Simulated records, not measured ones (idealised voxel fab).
Proc. module: voxel ribs on slabs
In the cross-section labelled cut, the width is 155 nm and each square cell is 5 nm.
Cross-section = grid of square cells, listed top down in bands; band = one or more rows.
A band entry consists of two parts. The first gives the height of the band's top and the height of its bottom, in nm. The rest lists the band's materials from left to right, each with its width in nm. A single material labelled with the word "edge to edge" fills the band from edge to edge, and the word "air" marks empty space.
Where do heights start? At 0: under that level the wafer as delivered is made of one material only. And the lowest band has no floor; it just carries on downward, as in "0 nm and below".
A width given as "30 to 40" starts at the first number in the band's top row and ends at the second number in its bottom row, shifting by an equal amount at every step from row to row.
"all unchanged" for a step: no cell of the cross-section changed in that step.
Closed empty spaces (no open way to the top) of 8 cells or more are what "Trapped voids" lists, each as width x height at distance from the left edge, nm for all three.
If you see something after the settings on a step's line, that's the simulator's own remark about that step.
overlay nm, on a step with a mask: how far to the right of its planned place the mask lay; to the left if negative
# Process steps - plan
| 1 | RECEIVE [material Si] |
| 2 | DIRECTIONAL_DEP [material SiO2] [thk nm 20] |
| 3 | DIRECTIONAL_DEP [material SiN] [thk nm 20] |
| 4 | PATTERN [tone cover] [mask id RIB] [material resist] [width nm 15] [thk nm 15] [overlay nm 0] |
| 5 | DIRECTIONAL_ETCH [etch materials SiN] [depth nm 10] |
| 6 | STRIP [etch materials resist] |
| 7 | MASKED_ETCH [tone cover] [mask id SLAB] [width nm 75] [etch materials SiN] [depth nm 10] [overlay nm 0] |
| 8 | FILL_DEP [material SiO2] [thk nm 25] |
| 9 | CMP [height nm 60] |
| 10 | DIRECTIONAL_DEP [material TiN] [thk nm 5] |
| 11 | PATTERN [tone cover] [mask id HEATER] [material resist] [width nm 25] [thk nm 20] [overlay nm 0] |
| 12 | DIRECTIONAL_ETCH [etch materials TiN] [depth nm 5] |
| 13 | STRIP [etch materials resist] |
| 14 | CONFORMAL_DEP [material SiN] [thk nm 10] |
# First wafer of two (run as planned)
# Wafer at receipt (post step 1), cross-section
  0 nm and below | Si edge to edge
  Trapped voids: none
# after step 2
  20 nm to 0 nm | SiO2 edge to edge
  At heights below 0, the structure remains unaltered.
# after step 3
  40 nm to 20 nm | SiN edge to edge
  At heights below 20, the structure remains unaltered.
# after step 4
  55 nm to 40 nm | air (70); resist (15); air (70)
  At heights below 40, the structure remains unaltered.
# after step 5
  55 nm to 40 nm | air (70); resist (15); air (70)
  40 nm to 30 nm | air (70); SiN (15); air (70)
  At heights below 30, the structure remains unaltered.
# after step 6
  40 nm to 30 nm | air (70); SiN (15); air (70)
  At heights below 30, the structure remains unaltered.
# after step 7
  40 nm to 30 nm | air (70); SiN (15); air (70)
  30 nm to 20 nm | air (40); SiN (75); air (40)
  At heights below 20, the structure remains unaltered.
# after step 8
  65 nm to 40 nm | SiO2 edge to edge
  40 nm to 30 nm | SiO2 (70); SiN (15); SiO2 (70)
  30 nm to 20 nm | SiO2 (40); SiN (75); SiO2 (40)
  At heights below 20, the structure remains unaltered.
# after step 9
  60 nm to 40 nm | SiO2 edge to edge
  At heights below 40, the structure remains unaltered.
# after step 10
  65 nm to 60 nm | TiN edge to edge
  At heights below 60, the structure remains unaltered.
# after step 11
  85 nm to 65 nm | air (65); resist (25); air (65)
  At heights below 65, the structure remains unaltered.
# after step 12
  85 nm to 65 nm | air (65); resist (25); air (65)
  65 nm to 60 nm | air (65); TiN (25); air (65)
  At heights below 60, the structure remains unaltered.
# after step 13
  65 nm to 60 nm | air (65); TiN (25); air (65)
  At heights below 60, the structure remains unaltered.
# after step 14
  75 nm to 70 nm | air (55); SiN (45); air (55)
  70 nm to 65 nm | SiN edge to edge
  65 nm to 60 nm | SiN (65); TiN (25); SiN (65)
  At heights below 60, the structure remains unaltered.
# The Second Wafer: Common Origin and Plan, One Mistake in Execution, Identical to the First Through Step 6
# What the second wafer looks like in cross-section when step 7 should have wrapped up
  40 nm to 30 nm | air (70); SiN (15); air (70)
  30 nm to 20 nm | air (45); SiN (70); air (40)
  At heights below 20, the structure remains unaltered.
# What the second wafer looks like in cross-section when step 8 should have wrapped up
  65 nm to 40 nm | SiO2 edge to edge
  40 nm to 30 nm | SiO2 (70); SiN (15); SiO2 (70)
  30 nm to 20 nm | SiO2 (45); SiN (70); SiO2 (40)
  At heights below 20, the structure remains unaltered.
# What the second wafer looks like in cross-section when step 9 should have wrapped up
  60 nm to 40 nm | SiO2 edge to edge
  At heights below 40, the structure remains unaltered.
# What the second wafer looks like in cross-section when step 10 should have wrapped up
  65 nm to 60 nm | TiN edge to edge
  At heights below 60, the structure remains unaltered.
# What the second wafer looks like in cross-section when step 11 should have wrapped up
  85 nm to 65 nm | air (65); resist (25); air (65)
  At heights below 65, the structure remains unaltered.
# What the second wafer looks like in cross-section when step 12 should have wrapped up
  85 nm to 65 nm | air (65); resist (25); air (65)
  65 nm to 60 nm | air (65); TiN (25); air (65)
  At heights below 60, the structure remains unaltered.
# What the second wafer looks like in cross-section when step 13 should have wrapped up
  65 nm to 60 nm | air (65); TiN (25); air (65)
  At heights below 60, the structure remains unaltered.
# What the second wafer looks like in cross-section when step 14 should have wrapped up
  75 nm to 70 nm | air (55); SiN (45); air (55)
  70 nm to 65 nm | SiN edge to edge
  65 nm to 60 nm | SiN (65); TiN (25); SiN (65)
  At heights below 60, the structure remains unaltered.
What was the processing mistake? step 7 was not run as planned; what actually ran was MASKED_ETCH [tone cover] [mask id SLAB] [width nm 70] [etch materials SiN] [depth nm 10] [overlay nm 0]
Count the cells at the end and the second wafer has more or fewer of some materials than the first: SiN: 2 fewer; SiO2: 2 more
